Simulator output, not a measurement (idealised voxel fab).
process module | voxel self aligned contacts
cross-section cut | 220 nm wide | cells 5 nm
A cross-section is a grid of square cells, given in bands from the top down. A band is one or more rows of cells.
Each band's line starts with the height of the band's top and of its bottom, in nm. Then come its materials from left to right, each with its width in nm. One material with "throughout" fills the band from edge to edge. "air" is empty space.
Height 0 is the level under which the wafer as received is all one material. The lowest band goes on downwards, as in "0 down".
A width such as "30 to 40" changes by the same amount from each row of cells to the next, from the band's top row to its bottom row.
"no change" after a step means that no cell of the cross-section changed.
closed voids: empty space of 8 cells or more with no open way to the top, each as width x height at its distance from the left edge, in nm
after a step's settings: what the simulator itself notes on the step
overlay nm, on a step with a mask: how far to the right of its planned place the mask lay; to the left if negative
plan
1 op RECEIVE | material Si
2 op CONFORMAL_DEP | material SiO2 | thk nm 5
3 op DIRECTIONAL_DEP | material polySi | thk nm 25
4 op DIRECTIONAL_DEP | material SiN | thk nm 25
5 op DIRECTIONAL_DEP | material aC | thk nm 15
6 op PATTERN | tone cover | mask id GATE | material resist | width nm 25 | pitch nm 70 | thk nm 30 | overlay nm 0
7 op DIRECTIONAL_ETCH | etch materials aC | depth nm 15
8 op STRIP | etch materials resist
9 op DIRECTIONAL_ETCH | etch materials SiN | depth nm 25
10 op DIRECTIONAL_ETCH | etch materials polySi | depth nm 25
11 op STRIP | etch materials aC
12 op CONFORMAL_DEP | material SiN | thk nm 10
13 op DIRECTIONAL_ETCH | etch materials SiN | depth nm 10
14 op FILL_DEP | material SiO2 | thk nm 20
15 op CMP | height nm 65
16 op PATTERN | tone open | mask id CONTACT | material resist | width nm 55 | thk nm 20 | overlay nm 0
17 op DIRECTIONAL_ETCH | etch materials SiO2 | depth nm 65
18 op STRIP | etch materials resist
19 op CONFORMAL_DEP | material TiN | thk nm 5
20 op FILL_DEP | material W | thk nm 10
21 op CMP | height nm 65
22 op CONFORMAL_DEP | material SiN | thk nm 5
as received, after step 1
  0 down: Si throughout
  closed voids: none
first wafer at the end, as planned
  70 to 65: SiN throughout
  65 to 55: SiO2 80 | TiN 5 to 20 | W 45 to 15 | TiN 5 to 20 | SiO2 85
  55 to 30: SiO2 50 | SiN 45 | TiN 5 | W 15 | TiN 5 | SiN 45 | SiO2 55
  30 to 5: SiO2 50 | SiN 10 | polySi 25 | SiN 10 | TiN 5 | W 15 | TiN 5 | SiN 10 | polySi 25 | SiN 10 | SiO2 55
  5 to 0: SiO2 95 | TiN 25 | SiO2 100
  0 down: Si throughout
  closed voids: none
second wafer at the end: like start, like plan, one mistake
  70 to 65: SiN throughout
  65 to 55: SiO2 80 | TiN 5 to 20 | W 45 to 15 | TiN 5 to 20 | SiO2 85
  55 to 30: SiO2 50 | SiN 45 | TiN 5 | W 15 | TiN 5 | SiN 45 | SiO2 55
  30 to 5: SiO2 95 | TiN 5 | W 15 | TiN 5 | SiO2 100
  5 to 0: SiO2 95 | TiN 25 | SiO2 100
  0 down: Si throughout
  closed voids: none
what went wrong: step 3 ran as: op DIRECTIONAL_DEP | material SiO2 | thk nm 25
at the end the second wafer has, in cells: 40 fewer of SiN | 90 more of SiO2 | 50 fewer of polySi
